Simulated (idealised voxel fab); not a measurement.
process module | voxel ribs on slabs
cross-section cut | 265 nm wide | cells 5 nm
A cross-section is a grid of square cells, given in bands from the top down. A band is one or more rows of cells.
Each band's line starts with the height of the band's top and of its bottom, in nm. Then come its materials from left to right, each with its width in nm. One material with "throughout" fills the band from edge to edge. "air" is empty space.
Height 0 is the level under which the wafer as received is all one material. The lowest band goes on downwards, as in "0 down".
A width such as "30 to 40" changes by the same amount from each row of cells to the next, from the band's top row to its bottom row.
"no change" after a step means that no cell of the cross-section changed.
closed voids: empty space of 8 cells or more with no open way to the top, each as width x height at its distance from the left edge, in nm
after a step's settings: what the simulator itself notes on the step
overlay nm, on a step with a mask: how far to the right of its planned place the mask lay; to the left if negative
plan
1 op RECEIVE | material Si
2 op DIRECTIONAL_DEP | material SiO2 | thk nm 30
3 op DIRECTIONAL_DEP | material SiN | thk nm 15
4 op PATTERN | tone cover | mask id RIB | material resist | width nm 20 | thk nm 20 | overlay nm 0
5 op DIRECTIONAL_ETCH | etch materials SiN | depth nm 10
6 op STRIP | etch materials resist
7 op PATTERN | tone cover | mask id SLAB | material resist | width nm 80 | thk nm 20 | overlay nm 0
8 op DIRECTIONAL_ETCH | etch materials SiN | depth nm 5
9 op STRIP | etch materials resist
10 op FILL_DEP | material SiO2 | thk nm 20
11 op CMP | height nm 55
12 op DIRECTIONAL_DEP | material W | thk nm 5
13 op DIRECTIONAL_DEP | material aC | thk nm 15
14 op PATTERN | tone cover | mask id HEATER | material resist | width nm 20 | thk nm 30 | overlay nm 0
15 op DIRECTIONAL_ETCH | etch materials aC | depth nm 15
16 op STRIP | etch materials resist
17 op DIRECTIONAL_ETCH | etch materials W | depth nm 5
18 op STRIP | etch materials aC
19 op CONFORMAL_DEP | material SiO2 | thk nm 10
varied across the wafers: width nm of step 14. The plan shows the first wafer's value. All wafers start alike
first wafer as received, after step 1
  0 down: Si throughout
  closed voids: none
first wafer at the end, after step 19
  70 to 65: air 110 | SiO2 40 | air 115
  65 to 60: SiO2 throughout
  60 to 55: SiO2 120 | W 20 | SiO2 125
  55 to 45: SiO2 throughout
  45 to 35: SiO2 120 | SiN 20 | SiO2 125
  35 to 30: SiO2 90 | SiN 80 | SiO2 95
  30 to 0: SiO2 throughout
  0 down: Si throughout
  closed voids: none
last wafer at the end
  70 to 65: air 100 | SiO2 65 | air 100
  65 to 60: SiO2 throughout
  60 to 55: SiO2 110 | W 45 | SiO2 110
  55 to 45: SiO2 throughout
  45 to 35: SiO2 120 | SiN 20 | SiO2 125
  35 to 30: SiO2 90 | SiN 80 | SiO2 95
  30 to 0: SiO2 throughout
  0 down: Si throughout
  closed voids: none
each wafer at the end: cells of each material gained (+) or lost (-) since it was received, then its closed voids
width nm 20 | +24 SiN | +669 SiO2 | +4 W | closed voids: none
width nm 25 | +24 SiN | +669 SiO2 | +5 W | closed voids: none
width nm 30 | +24 SiN | +669 SiO2 | +6 W | closed voids: none
width nm 35 | +24 SiN | +669 SiO2 | +7 W | closed voids: none
width nm 40 | +24 SiN | +669 SiO2 | +8 W | closed voids: none
width nm 45 | +24 SiN | +669 SiO2 | +9 W | closed voids: none
